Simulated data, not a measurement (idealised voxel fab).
Proc. module: voxel transistor to metal
Cross-sectional view cut (width: 210 nm; square cell size: 5 nm).
When this document writes out a cross-section, it uses a grid of square cells and lists it as bands, beginning at the top and moving down, with a band standing for one or more rows of cells. Top, bottom (nm), then materials left to right with widths (nm); lone material tagged "edge to edge" fills the whole band edge to edge; "empty" = empty space. Beneath 0, the wafer as received is one material, and that level is where height counting begins. The lowest band goes on downward without a bottom; it is written like "0 down". Width: "30->40" (first number = top row, second number = bottom row, same change from row to row of cells). For the purposes of this document, the phrase "left unchanged" attached to a step denotes that no cell within the cross-section was modified by that step. Empty spaces counting at least 8 cells and having no open way to the top are listed in "Closed void catalog". The notation width x height at distance is used for each, the distance being from the left edge and all three values in nm. Past the settings on a step's line: simulator remark, on that step. A step line may carry the setting "overlay nm", which, for steps involving a mask, states the distance by which the mask lay to the right of its intended position; negative values denote displacement to the left.
[Set out below are the planned steps of the process]
| 1 | RECEIVE | material Si |
| 2 | CONFORMAL_DEP | material SiO2 | thk nm 5 |
| 3 | CONFORMAL_DEP | material SiN | thk nm 15 |
| 4 | DIRECTIONAL_DEP | material aC | thk nm 10 |
| 5 | PATTERN | tone cover | mask id ACTIVE | material resist | width nm 85 | thk nm 30 | overlay nm 0 |
| 6 | DIRECTIONAL_ETCH | etch materials aC | depth nm 10 |
| 7 | STRIP | etch materials resist |
| 8 | DIRECTIONAL_ETCH | etch materials SiN | depth nm 15 |
| 9 | DIRECTIONAL_ETCH | etch materials SiO2 | depth nm 5 |
| 10 | DIRECTIONAL_ETCH | etch materials Si | depth nm 25 |
| 11 | STRIP | etch materials aC |
| 12 | OXIDIZE | depth nm 5 |
| 13 | FILL_DEP | material SiO2 | thk nm 15 |
| 14 | CMP | height nm 20 |
| 15 | SELECTIVE_ETCH | etch materials SiO2 | depth nm 5 |
| 16 | STRIP | etch materials SiN |
| 17 | SELECTIVE_ETCH | etch materials SiO2 | depth nm 5 |
| 18 | OXIDIZE | depth nm 5 |
| 19 | DIRECTIONAL_DEP | material polySi | thk nm 20 |
| 20 | DIRECTIONAL_DEP | material SiCN | thk nm 15 |
| 21 | MASKED_ETCH | tone cover | mask id GATE | width nm 15 | etch materials SiCN | depth nm 25 | overlay nm 0 |
| 22 | MASKED_ETCH | tone cover | mask id GATE | width nm 15 | etch materials polySi | depth nm 30 | overlay nm 0 |
| 23 | CONFORMAL_DEP | material SiO2 | thk nm 5 |
| 24 | DIRECTIONAL_ETCH | etch materials SiO2 | depth nm 5 |
| 25 | CONFORMAL_DEP | material SiN | thk nm 5 |
| 26 | DIRECTIONAL_ETCH | etch materials SiN | depth nm 5 |
| 27 | DIRECTIONAL_ETCH | etch materials SiO2 | depth nm 5 |
| 28 | DIRECTIONAL_ETCH | etch materials Si | depth nm 5 |
| 29 | EPI | material pSi | thk nm 10 |
| 30 | FILL_DEP | material SiO2 | thk nm 5 |
| 31 | CMP | height nm 35 |
| 32 | DIRECTIONAL_DEP | material SiO2 | thk nm 15 |
| 33 | PATTERN | tone open | mask id CONTACT | material resist | width nm 25 | pitch nm 50 | thk nm 15 | overlay nm 0 |
| 34 | DIRECTIONAL_ETCH | etch materials SiO2 | depth nm 50 |
| 35 | STRIP | etch materials resist |
| 36 | CONFORMAL_DEP | material TiN | thk nm 5 |
| 37 | FILL_DEP | material Ru | thk nm 10 |
| 38 | CMP | height nm 50 |
| 39 | CONFORMAL_DEP | material SiCN | thk nm 5 |
| 40 | DIRECTIONAL_DEP | material lowk | thk nm 15 |
| 41 | DIRECTIONAL_DEP | material aC | thk nm 15 |
| 42 | PATTERN | tone open | mask id METAL_1 | material resist | width nm 15 | pitch nm 60 | thk nm 30 | overlay nm 0 |
| 43 | DIRECTIONAL_ETCH | etch materials aC | depth nm 15 |
| 44 | STRIP | etch materials resist |
| 45 | DIRECTIONAL_ETCH | etch materials lowk | depth nm 15 |
| 46 | DIRECTIONAL_ETCH | etch materials SiCN | depth nm 5 |
| 47 | STRIP | etch materials aC |
| 48 | CONFORMAL_DEP | material TiN | thk nm 5 |
| 49 | FILL_DEP | material Ru | thk nm 10 |
| 50 | CMP | height nm 70 |
| 51 | CONFORMAL_DEP | material SiCN | thk nm 5 |
| 52 | DIRECTIONAL_DEP | material SiO2 | thk nm 35 |
| 53 | DIRECTIONAL_DEP | material aC | thk nm 15 |
| 54 | PATTERN | tone open | mask id METAL_2 | material resist | width nm 15 | pitch nm 60 | thk nm 35 | overlay nm 0 |
| 55 | DIRECTIONAL_ETCH | etch materials aC | depth nm 15 |
| 56 | STRIP | etch materials resist |
| 57 | DIRECTIONAL_ETCH | etch materials SiO2 | depth nm 20 |
| 58 | STRIP | etch materials aC |
| 59 | MASKED_ETCH | tone open | mask id METAL_2_HOLES | width nm 15 | pitch nm 60 | etch materials SiO2 | depth nm 15 | overlay nm 0 |
| 60 | MASKED_ETCH | tone open | mask id METAL_2_HOLES | width nm 15 | pitch nm 60 | etch materials SiCN | depth nm 5 | overlay nm 0 |
| 61 | CONFORMAL_DEP | material TiN | thk nm 5 |
| 62 | FILL_DEP | material Cu | thk nm 5 |
| 63 | CMP | height nm 110 |
| 64 | CONFORMAL_DEP | material SiN | thk nm 5 |
[As-received state of the wafer in cross-section, equivalent to post-step 1]
  0 down = Si edge to edge
  Closed void catalog: none
[Cross-section, end of module. Start: as above. Plan: as above. Execution: one mistake]
  115 to 110 = SiN edge to edge
  110 to 75 = SiO2 (65); TiN (5); Cu (5); TiN (5); SiO2 (45); TiN (5); Cu (5); TiN (5); SiO2 (70)
  75 to 70 = SiCN (65); TiN (15); SiCN (45); TiN (15); SiCN (70)
  70 to 55 = lowk (65); TiN (5); Ru (5); TiN (5); lowk (45); TiN (5); Ru (5); TiN (5); lowk (70)
  55 to 50 = SiCN (65); TiN (15); SiCN (45); TiN (15); SiCN (70)
  50 to 40 = SiO2 (65); TiN (5); Ru (15); TiN (5); SiO2 (25); TiN (5); Ru (15); TiN (5); SiO2 (70)
  40 to 35 = SiO2 (65); TiN (5); Ru (10); TiN (10); SiO2 (25); TiN (10); Ru (10); TiN (5); SiO2 (70)
  35 to 20 = SiO2 (65); TiN (5); Ru (10); TiN (5); SiN (10); SiCN (15); SiN (10); TiN (5); Ru (10); TiN (5); SiO2 (70)
  20 to 15 = SiO2 (65); TiN (5); Ru (10); TiN (5); SiN (10); polySi (15); SiN (10); TiN (5); Ru (10); TiN (5); SiO2 (70)
  15 to 10 = SiN (65); TiN (5); Ru (10); TiN (5); SiN (10); polySi (15); SiN (10); TiN (5); Ru (10); TiN (5); SiN (70)
  10 to 5 = SiO2 (55); SiN (10); TiN (20); SiN (10); polySi (15); SiN (10); TiN (20); SiN (10); SiO2 (60)
  5 to 0 = SiO2 (55); SiN (40); polySi (15); SiN (40); SiO2 (60)
  0 to -5 = SiO2 edge to edge
  -5 to -30 = SiO2 (65); Si (75); SiO2 (70)
  -30 down = Si edge to edge
  Closed void catalog: none
Run error: step 23 off recipe, ran as CONFORMAL_DEP | material SiN | thk nm 5
